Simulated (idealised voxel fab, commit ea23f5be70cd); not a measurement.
process module | voxel plated lines
The cross-section on display is named cut; it measures 245 nm wide, and its cells are 5 nm squares.
We lay out every cross-section as a grid of square cells and spell it out in bands from the top down, where one band means one or more rows of cells. Each band's line starts with the height of the band's top and of its bottom, in nm. Then come its materials from left to right, each with its width in nm. One material with "everywhere" fills the band from edge to edge. "blank" is empty space. Note: height 0 marks the level under which the wafer is uniformly one material as received. Lowest band unbounded below, written "0..down". Width: "30..40" (first number = top row, second number = bottom row, same change from row to row of cells). Step note "remained the same" = no cross-section cell changed. In the "Unvented internal voids" entry, you get each enclosed empty space of 8 cells or more, one with no open way to the top, written width x height at distance, distance from the left edge, in nm. On a step's line, text after the settings is the simulator commenting on that step. Steps that use a mask can have "overlay nm" on their line. It says how far the mask sat to the right of where it was meant to be. Negative means to the left.
plan:
1 RECEIVE with material Si
2 CONFORMAL_DEP with material SiN, thk nm 10
3 DIRECTIONAL_DEP with material TiN, thk nm 5
4 PATTERN with tone open, mask id LINES, material resist, width nm 30, pitch nm 55, thk nm 35, overlay nm 0
5 EPI with material Ru, thk nm 10
6 EPI with material Ru, thk nm 5
7 EPI with material Ru, thk nm 5
8 STRIP with etch materials resist
9 DIRECTIONAL_ETCH with etch materials TiN, depth nm 5
10 CONFORMAL_DEP with material SiO2, thk nm 5
First out of two wafers; run went to plan:
Cross-section, incoming material, after step 1:
- 0..down | Si everywhere
- Unvented internal voids: none
Cross-section through the wafer, step 2 finished:
- 10..0 | SiN everywhere
- Whatever lies below 0 is exactly as it was before.
Cross-section through the wafer, step 3 finished:
- 15..10 | TiN everywhere
- Whatever lies below 10 is exactly as it was before.
Cross-section through the wafer, step 4 finished:
- 50..15 | resist (25), blank (30), resist (25), blank (30), resist (25), blank (30), resist (25), blank (30), resist (25)
- Whatever lies below 15 is exactly as it was before.
Cross-section through the wafer, step 5 finished:
- 50..25 | resist (25), blank (30), resist (25), blank (30), resist (25), blank (30), resist (25), blank (30), resist (25)
- 25..15 | resist (25), Ru (30), resist (25), Ru (30), resist (25), Ru (30), resist (25), Ru (30), resist (25)
- Whatever lies below 15 is exactly as it was before.
Cross-section through the wafer, step 6 finished:
- 50..30 | resist (25), blank (30), resist (25), blank (30), resist (25), blank (30), resist (25), blank (30), resist (25)
- 30..15 | resist (25), Ru (30), resist (25), Ru (30), resist (25), Ru (30), resist (25), Ru (30), resist (25)
- Whatever lies below 15 is exactly as it was before.
Cross-section through the wafer, step 7 finished:
- 50..35 | resist (25), blank (30), resist (25), blank (30), resist (25), blank (30), resist (25), blank (30), resist (25)
- 35..15 | resist (25), Ru (30), resist (25), Ru (30), resist (25), Ru (30), resist (25), Ru (30), resist (25)
- Whatever lies below 15 is exactly as it was before.
Cross-section through the wafer, step 8 finished:
- 35..15 | blank (25), Ru (30), blank (25), Ru (30), blank (25), Ru (30), blank (25), Ru (30), blank (25)
- Whatever lies below 15 is exactly as it was before.
Cross-section through the wafer, step 9 finished:
- 35..15 | blank (25), Ru (30), blank (25), Ru (30), blank (25), Ru (30), blank (25), Ru (30), blank (25)
- 15..10 | blank (25), TiN (30), blank (25), TiN (30), blank (25), TiN (30), blank (25), TiN (30), blank (25)
- Whatever lies below 10 is exactly as it was before.
Cross-section through the wafer, step 10 finished:
- 40..35 | blank (20), SiO2 (40), blank (15), SiO2 (40), blank (15), SiO2 (40), blank (15), SiO2 (40), blank (20)
- 35..15 | blank (20), SiO2 (5), Ru (30), SiO2 (5), blank (15), SiO2 (5), Ru (30), SiO2 (5), blank (15), SiO2 (5), Ru (30), SiO2 (5), blank (15), SiO2 (5), Ru (30), SiO2 (5), blank (20)
- 15..10 | SiO2 (25), TiN (30), SiO2 (25), TiN (30), SiO2 (25), TiN (30), SiO2 (25), TiN (30), SiO2 (25)
- Whatever lies below 10 is exactly as it was before.
Wafer two: like wafer one in start and plan, but with one mistake in execution; identical up to and including step 4:
when step 5 should have ended: remained the same
when step 6 should have ended:
- 50..20 | resist (25), blank (30), resist (25), blank (30), resist (25), blank (30), resist (25), blank (30), resist (25)
- 20..15 | resist (25), Ru (30), resist (25), Ru (30), resist (25), Ru (30), resist (25), Ru (30), resist (25)
- Whatever lies below 15 is exactly as it was before.
when step 7 should have ended:
- 50..25 | resist (25), blank (30), resist (25), blank (30), resist (25), blank (30), resist (25), blank (30), resist (25)
- 25..15 | resist (25), Ru (30), resist (25), Ru (30), resist (25), Ru (30), resist (25), Ru (30), resist (25)
- Whatever lies below 15 is exactly as it was before.
when step 8 should have ended:
- 25..15 | blank (25), Ru (30), blank (25), Ru (30), blank (25), Ru (30), blank (25), Ru (30), blank (25)
- Whatever lies below 15 is exactly as it was before.
when step 9 should have ended:
- 25..15 | blank (25), Ru (30), blank (25), Ru (30), blank (25), Ru (30), blank (25), Ru (30), blank (25)
- 15..10 | blank (25), TiN (30), blank (25), TiN (30), blank (25), TiN (30), blank (25), TiN (30), blank (25)
- Whatever lies below 10 is exactly as it was before.
when step 10 should have ended:
- 30..25 | blank (20), SiO2 (40), blank (15), SiO2 (40), blank (15), SiO2 (40), blank (15), SiO2 (40), blank (20)
- 25..15 | blank (20), SiO2 (5), Ru (30), SiO2 (5), blank (15), SiO2 (5), Ru (30), SiO2 (5), blank (15), SiO2 (5), Ru (30), SiO2 (5), blank (15), SiO2 (5), Ru (30), SiO2 (5), blank (20)
- 15..10 | SiO2 (25), TiN (30), SiO2 (25), TiN (30), SiO2 (25), TiN (30), SiO2 (25), TiN (30), SiO2 (25)
- Whatever lies below 10 is exactly as it was before.
Plan not followed: plan step 5 skipped
Final tally in cells, some materials are higher or lower on the second wafer than on the first: -48 Ru; -16 SiO2
